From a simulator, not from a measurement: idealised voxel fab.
process module | voxel transistor to metal
cross-section cut | 300 nm wide | cells 5 nm
A cross-section is a grid of square cells, given in bands from the top down. A band is one or more rows of cells.
Each band's line starts with the height of the band's top and of its bottom, in nm. Then come its materials from left to right, each with its width in nm. One material with "throughout" fills the band from edge to edge. "air" is empty space.
Height 0 is the level under which the wafer as received is all one material. The lowest band goes on downwards, as in "0 down".
A width such as "30 to 40" changes by the same amount from each row of cells to the next, from the band's top row to its bottom row.
"no change" after a step means that no cell of the cross-section changed.
closed voids: empty space of 8 cells or more with no open way to the top, each as width x height at its distance from the left edge, in nm
after a step's settings: what the simulator itself notes on the step
overlay nm, on a step with a mask: how far to the right of its planned place the mask lay; to the left if negative
plan
1 op RECEIVE | material Si
2 op CONFORMAL_DEP | material SiO2 | thk nm 5
3 op CONFORMAL_DEP | material SiN | thk nm 15
4 op PATTERN | tone cover | mask id ACTIVE | material resist | width nm 100 | pitch nm 125 | thk nm 15 | overlay nm 0
5 op DIRECTIONAL_ETCH | etch materials SiN | depth nm 15
6 op DIRECTIONAL_ETCH | etch materials SiO2 | depth nm 5
7 op DIRECTIONAL_ETCH | etch materials Si | depth nm 20
8 op STRIP | etch materials resist
9 op FILL_DEP | material SiO2 | thk nm 10
10 op CMP | height nm 20
11 op SELECTIVE_ETCH | etch materials SiO2 | depth nm 15
12 op STRIP | etch materials SiN
13 op SELECTIVE_ETCH | etch materials SiO2 | depth nm 5
14 op OXIDIZE | depth nm 5
15 op DIRECTIONAL_DEP | material polySi | thk nm 30
16 op DIRECTIONAL_DEP | material SiCN | thk nm 10
17 op PATTERN | tone cover | mask id GATE | material resist | width nm 20 | pitch nm 125 | thk nm 20 | overlay nm 0
18 op DIRECTIONAL_ETCH | etch materials SiCN | depth nm 20
19 op DIRECTIONAL_ETCH | etch materials polySi | depth nm 40
20 op STRIP | etch materials resist
21 op CONFORMAL_DEP | material SiO2 | thk nm 5
22 op DIRECTIONAL_ETCH | etch materials SiO2 | depth nm 5
23 op CONFORMAL_DEP | material SiN | thk nm 5
24 op DIRECTIONAL_ETCH | etch materials SiN | depth nm 5
25 op DIRECTIONAL_ETCH | etch materials SiO2 | depth nm 5
26 op DIRECTIONAL_ETCH | etch materials Si | depth nm 10
27 op EPI | material pSi | thk nm 15
28 op FILL_DEP | material SiO2 | thk nm 10
29 op CMP | height nm 40
30 op DIRECTIONAL_DEP | material SiO2 | thk nm 10
31 op PATTERN | tone open | mask id CONTACT | material resist | width nm 20 | thk nm 20 | overlay nm 0
32 op DIRECTIONAL_ETCH | etch materials SiO2 | depth nm 50
33 op STRIP | etch materials resist
34 op CONFORMAL_DEP | material TiN | thk nm 5
35 op FILL_DEP | material Ru | thk nm 5
36 op CMP | height nm 50
37 op DIRECTIONAL_DEP | material TiN | thk nm 5
38 op DIRECTIONAL_DEP | material W | thk nm 25
39 op DIRECTIONAL_DEP | material aC | thk nm 10
40 op PATTERN | tone cover | mask id METAL_1 | material resist | width nm 15 | thk nm 30 | overlay nm 0
41 op DIRECTIONAL_ETCH | etch materials aC | depth nm 10
42 op STRIP | etch materials resist
43 op DIRECTIONAL_ETCH | etch materials W | depth nm 25
44 op DIRECTIONAL_ETCH | etch materials TiN | depth nm 5
45 op STRIP | etch materials aC
46 op CONFORMAL_DEP | material SiCN | thk nm 5
47 op FILL_DEP | material SiO2 | thk nm 10
48 op CMP | height nm 80
49 op CONFORMAL_DEP | material SiCN | thk nm 5
varied across the wafers: width nm of step 31. The plan shows the first wafer's value. All wafers start alike
first wafer as received, after step 1
  0 down: Si throughout
  closed voids: none
each wafer at the end: cells of each material gained (+) or lost (-) since it was received, then its closed voids
width nm 20 | +56 Ru | -168 Si | +164 SiCN | +32 SiN | +636 SiO2 | +92 TiN | +60 W | +100 pSi | +48 polySi | closed voids: none
width nm 25 | +72 Ru | -168 Si | +164 SiCN | +32 SiN | +612 SiO2 | +100 TiN | +60 W | +100 pSi | +48 polySi | closed voids: none
width nm 30 | +88 Ru | -168 Si | +164 SiCN | +32 SiN | +588 SiO2 | +108 TiN | +60 W | +100 pSi | +48 polySi | closed voids: none
width nm 35 | +108 Ru | -168 Si | +164 SiCN | +32 SiN | +548 SiO2 | +128 TiN | +60 W | +100 pSi | +48 polySi | closed voids: none
width nm 40 | +128 Ru | -168 Si | +164 SiCN | +32 SiN | +508 SiO2 | +148 TiN | +60 W | +100 pSi | +48 polySi | closed voids: none
width nm 45 | +148 Ru | -168 Si | +164 SiCN | +32 SiN | +484 SiO2 | +152 TiN | +60 W | +100 pSi | +48 polySi | closed voids: none
